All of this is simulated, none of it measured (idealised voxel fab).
This is a process module. Its name is voxel released beams.
The cross-section on display is named cut; it measures 160 nm wide, and its cells are 5 nm squares.
Just so we're on the same page, the cross-sections are grids of square cells, and they're listed out in bands top to bottom, each band one or more rows deep. Within each band entry, the heights of the top and of the bottom of the band appear first, in that order and in nm; the materials of the band then follow from left to right, each with its corresponding width in nm. The designation "all across" on a single material indicates that it fills the band from edge to edge; the designation "empty" indicates empty space. Basically, 0 is our baseline, since under it the wafer straight out of the box is all one material. The bottom band has no lower end and keeps on going down, so it looks like "0 -> down". Width spec "30 to 40" -> top row of cells at first value, bottom row at second value, equal per-row change in between. Where the words "nothing was modified" appear for a step, the cross-section shows no cell changed by that step; every cell remained as before. "Unvented internal voids" lists enclosed empty spaces (at least 8 cells, no open path upward to the top), each as width x height at distance from the left edge, in nm. On each step's line, the part that comes after the settings is the simulator's own comment on the step. You can add "overlay nm" to a step's line. For a step with a mask, it describes how far the mask lay to the right of its planned position, and a negative number describes a lay to the left.

The steps planned for the process are as follows
1. RECEIVE with material Si
2. CONFORMAL_DEP with material Al2O3, thk nm 5
3. DIRECTIONAL_DEP with material SiO2, thk nm 20
4. DIRECTIONAL_DEP with material aC, thk nm 10
5. PATTERN with tone open, mask id ANCHOR, material resist, width nm 25, thk nm 25, overlay nm 0
6. DIRECTIONAL_ETCH with etch materials aC, depth nm 10
7. STRIP with etch materials resist
8. DIRECTIONAL_ETCH with etch materials SiO2, depth nm 20
9. STRIP with etch materials aC
10. CONFORMAL_DEP with material polySi, thk nm 10
11. PATTERN with tone cover, mask id BEAM, material resist, width nm 90, thk nm 15, overlay nm 0
12. DIRECTIONAL_ETCH with etch materials polySi, depth nm 10
13. STRIP with etch materials resist
14. STRIP with etch materials SiO2

Below: the first of two wafers, run as planned

Cross-section of the wafer at receipt, which is the condition after step 1
	0 -> down  Si all across
	Unvented internal voids: none

So this is the wafer cross-section right after step 2
	5 -> 0  Al2O3 all across
	No changes below 0.

So this is the wafer cross-section right after step 3
	25 -> 5  SiO2 all across
	No changes below 5.

So this is the wafer cross-section right after step 4
	35 -> 25  aC all across
	No changes below 25.

So this is the wafer cross-section right after step 5
	60 -> 35  resist: 35, then empty: 25, then resist: 100
	No changes below 35.

So this is the wafer cross-section right after step 6
	50 -> 35  resist: 35, then empty: 25, then resist: 100
	35 -> 25  aC: 35, then empty: 25, then aC: 100
	No changes below 25.

So this is the wafer cross-section right after step 7
	35 -> 25  aC: 35, then empty: 25, then aC: 100
	No changes below 25.

So this is the wafer cross-section right after step 8
	35 -> 25  aC: 35, then empty: 25, then aC: 100
	25 -> 5  SiO2: 35, then empty: 25, then SiO2: 100
	No changes below 5.

So this is the wafer cross-section right after step 9
	25 -> 5  SiO2: 35, then empty: 25, then SiO2: 100
	No changes below 5.

So this is the wafer cross-section right after step 10
	35 -> 25  polySi: 45, then empty: 5, then polySi: 110
	25 -> 15  SiO2: 35, then polySi: 10, then empty: 5, then polySi: 10, then SiO2: 100
	15 -> 5  SiO2: 35, then polySi: 25, then SiO2: 100
	No changes below 5.

So this is the wafer cross-section right after step 11
	50 -> 35  empty: 30, then resist: 90, then empty: 40
	35 -> 25  polySi: 45, then resist: 5, then polySi: 110
	25 -> 15  SiO2: 35, then polySi: 10, then resist: 5, then polySi: 10, then SiO2: 100
	No changes below 15.

So this is the wafer cross-section right after step 12
	50 -> 35  empty: 30, then resist: 90, then empty: 40
	35 -> 25  empty: 30, then polySi: 15, then resist: 5, then polySi: 70, then empty: 40
	No changes below 25.

So this is the wafer cross-section right after step 13
	35 -> 25  empty: 30, then polySi: 15, then empty: 5, then polySi: 70, then empty: 40
	25 -> 15  SiO2: 35, then polySi: 10, then empty: 5, then polySi: 10, then SiO2: 100
	No changes below 15.

So this is the wafer cross-section right after step 14
	35 -> 25  empty: 30, then polySi: 15, then empty: 5, then polySi: 70, then empty: 40
	25 -> 15  empty: 35, then polySi: 10, then empty: 5, then polySi: 10, then empty: 100
	15 -> 5  empty: 35, then polySi: 25, then empty: 100
	No changes below 5.

What follows concerns the second wafer, which started out like the first and was meant to follow the very same plan; one mistake crept in when it was run, but everything up to and including step 12 is the same as for the first wafer

Look at the second wafer in cross-section at the time step 13 ought to have finished
	35 -> 25  empty: 30, then polySi: 15, then empty: 5, then polySi: 70, then empty: 40
	25 -> 15  SiO2: 35, then polySi: 10, then empty: 5, then polySi: 10, then SiO2: 100
	No changes below 15.

Look at the second wafer in cross-section at the time step 14 ought to have finished
	35 -> 25  empty: 30, then polySi: 15, then empty: 5, then polySi: 70, then empty: 40
	25 -> 15  empty: 35, then polySi: 10, then empty: 5, then polySi: 10, then empty: 100
	15 -> 5  empty: 35, then polySi: 25, then empty: 100
	No changes below 5.
Deviation from plan: regarding the plan, step 13 was run twice
Honestly, by the end the two wafers have the same cross-section, so the mistake just doesn't show up in what this model computes.
